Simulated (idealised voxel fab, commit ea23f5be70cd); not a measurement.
Process module heading - voxel capacitor over wiring
The cross-section shown here is cut; it is 300 nm wide and divided into square cells measuring 5 nm on a side.
Cross-section spec: square-cell grid; bands listed top down; each band is one or more rows.
This entry defines a band. It first specifies the height of the band's top and the height of its bottom in nm, and then specifies the band's materials from left to right, stating each material with its width in nm. The word "edge to edge" identifies a single material that fills the band from edge to edge, while the word "air" identifies empty space.
Where do heights start? At 0: under that level the wafer as delivered is made of one material only. And the lowest band has no floor; it just carries on downward, as in "0 and below".
Width spec "30->40" -> top row of cells at first value, bottom row at second value, equal per-row change in between.
Key: "no alterations made" - step with no changed cell in the cross-section.
Basically, "Enclosed void catalog" tells you about the enclosed voids: empty spaces with no open way to the top, 8 cells or bigger, each written width x height at distance, where distance is from the left edge, all in nm.
Heads up: the bit after the settings on a step's line is the simulator's remark on that step.
Among the settings permitted on a step's line is "overlay nm"; applied to a step with a mask, it specifies the extent to which the mask lay to the right of its planned position, whereas a negative figure signifies a position to the left.

List of planned process steps
- 1: RECEIVE | material Si
- 2: CONFORMAL_DEP | material SiO2 | thk nm 10
- 3: CONFORMAL_DEP | material SiN | thk nm 5
- 4: DIRECTIONAL_DEP | material SiO2 | thk nm 20
- 5: DIRECTIONAL_DEP | material aC | thk nm 10
- 6: PATTERN | tone open | mask id METAL_1 | material resist | width nm 20 | pitch nm 75 | thk nm 30 | overlay nm 0
- 7: DIRECTIONAL_ETCH | etch materials aC | depth nm 10
- 8: STRIP | etch materials resist
- 9: DIRECTIONAL_ETCH | etch materials SiO2 | depth nm 20
- 10: DIRECTIONAL_ETCH | etch materials SiN | depth nm 5
- 11: STRIP | etch materials aC
- 12: CONFORMAL_DEP | material TiN | thk nm 5
- 13: FILL_DEP | material Cu | thk nm 10
- 14: CMP | height nm 35
- 15: CONFORMAL_DEP | material SiCN | thk nm 5
- 16: DIRECTIONAL_DEP | material lowk | thk nm 10
- 17: DIRECTIONAL_DEP | material aC | thk nm 10
- 18: PATTERN | tone open | mask id PLUG_1 | material resist | width nm 15 | thk nm 30 | overlay nm 0
- 19: DIRECTIONAL_ETCH | etch materials aC | depth nm 10
- 20: STRIP | etch materials resist
- 21: DIRECTIONAL_ETCH | etch materials lowk | depth nm 10
- 22: DIRECTIONAL_ETCH | etch materials SiCN | depth nm 5
- 23: STRIP | etch materials aC
- 24: CONFORMAL_DEP | material TiN | thk nm 5
- 25: FILL_DEP | material W | thk nm 10
- 26: CMP | height nm 50
- 27: DIRECTIONAL_DEP | material TiN | thk nm 10
- 28: DIRECTIONAL_DEP | material Al2O3 | thk nm 5
- 29: DIRECTIONAL_DEP | material TiN | thk nm 10
- 30: MASKED_ETCH | tone cover | mask id UPPER_PLATE | width nm 60 | etch materials TiN | depth nm 10 | overlay nm 0
- 31: MASKED_ETCH | tone cover | mask id UPPER_PLATE | width nm 60 | etch materials Al2O3 | depth nm 5 | overlay nm 0
- 32: MASKED_ETCH | tone cover | mask id LOWER_PLATE | width nm 70 | etch materials TiN | depth nm 10 | overlay nm 0
- 33: FILL_DEP | material SiO2 | thk nm 15
- 34: CMP | height nm 85
- 35: MASKED_ETCH | tone open | mask id PLUG_2 | width nm 15 | etch materials SiO2 | depth nm 10 | overlay nm 0
- 36: CONFORMAL_DEP | material TiN | thk nm 5
- 37: FILL_DEP | material Cu | thk nm 10
- 38: CMP | height nm 85
- 39: CONFORMAL_DEP | material SiN | thk nm 5

Cross-section of the wafer at receipt, which is the condition after step 1
0 and below = Si edge to edge
Enclosed void catalog: none

End-of-module cross-section of the first of two wafers, processed as planned
90 down to 85 = SiN edge to edge
85 down to 80 = SiO2 115 nm / TiN 5 nm / Cu 5 nm / TiN 5 nm / SiO2 170 nm
80 down to 75 = SiO2 115 nm / TiN 15 nm / SiO2 170 nm
75 down to 65 = SiO2 105 nm / TiN 60 nm / SiO2 135 nm
65 down to 60 = SiO2 105 nm / Al2O3 60 nm / SiO2 135 nm
60 down to 50 = SiO2 100 nm / TiN 70 nm / SiO2 130 nm
50 down to 40 = lowk 105 nm / TiN 5 nm / W 5 nm / TiN 5 nm / lowk 180 nm
40 down to 35 = SiCN 105 nm / TiN 15 nm / SiCN 180 nm
35 down to 15 = SiO2 100 nm / TiN 5 nm / Cu 10 nm / TiN 5 nm / SiO2 55 nm / TiN 5 nm / Cu 10 nm / TiN 5 nm / SiO2 105 nm
15 down to 10 = SiN 100 nm / TiN 20 nm / SiN 55 nm / TiN 20 nm / SiN 105 nm
10 down to 0 = SiO2 edge to edge
0 and below = Si edge to edge
Enclosed void catalog: none

Second wafer through the module, sectioned at the end: same beginning and same plan as the first wafer, with one mistake in carrying it out
90 down to 85 = SiN edge to edge
85 down to 80 = SiO2 115 nm / TiN 15 nm / SiO2 170 nm
80 down to 70 = SiO2 105 nm / TiN 60 nm / SiO2 135 nm
70 down to 65 = SiO2 100 nm / TiN 70 nm / SiO2 130 nm
65 down to 60 = Al2O3 edge to edge
60 down to 50 = TiN edge to edge
50 down to 40 = lowk 105 nm / TiN 5 nm / W 5 nm / TiN 5 nm / lowk 180 nm
40 down to 35 = SiCN 105 nm / TiN 15 nm / SiCN 180 nm
35 down to 15 = SiO2 100 nm / TiN 5 nm / Cu 10 nm / TiN 5 nm / SiO2 55 nm / TiN 5 nm / Cu 10 nm / TiN 5 nm / SiO2 105 nm
15 down to 10 = SiN 100 nm / TiN 20 nm / SiN 55 nm / TiN 20 nm / SiN 105 nm
10 down to 0 = SiO2 edge to edge
0 and below = Si edge to edge
Enclosed void catalog: none
Heads up, the wafer didn't run the way we planned it: step 29 changed vs plan, executed as DIRECTIONAL_DEP | material TiN | thk nm 15
Final comparison by cell count, materials where the second wafer has more or fewer than the first: +48 Al2O3; -1 Cu; -151 SiO2; +104 TiN
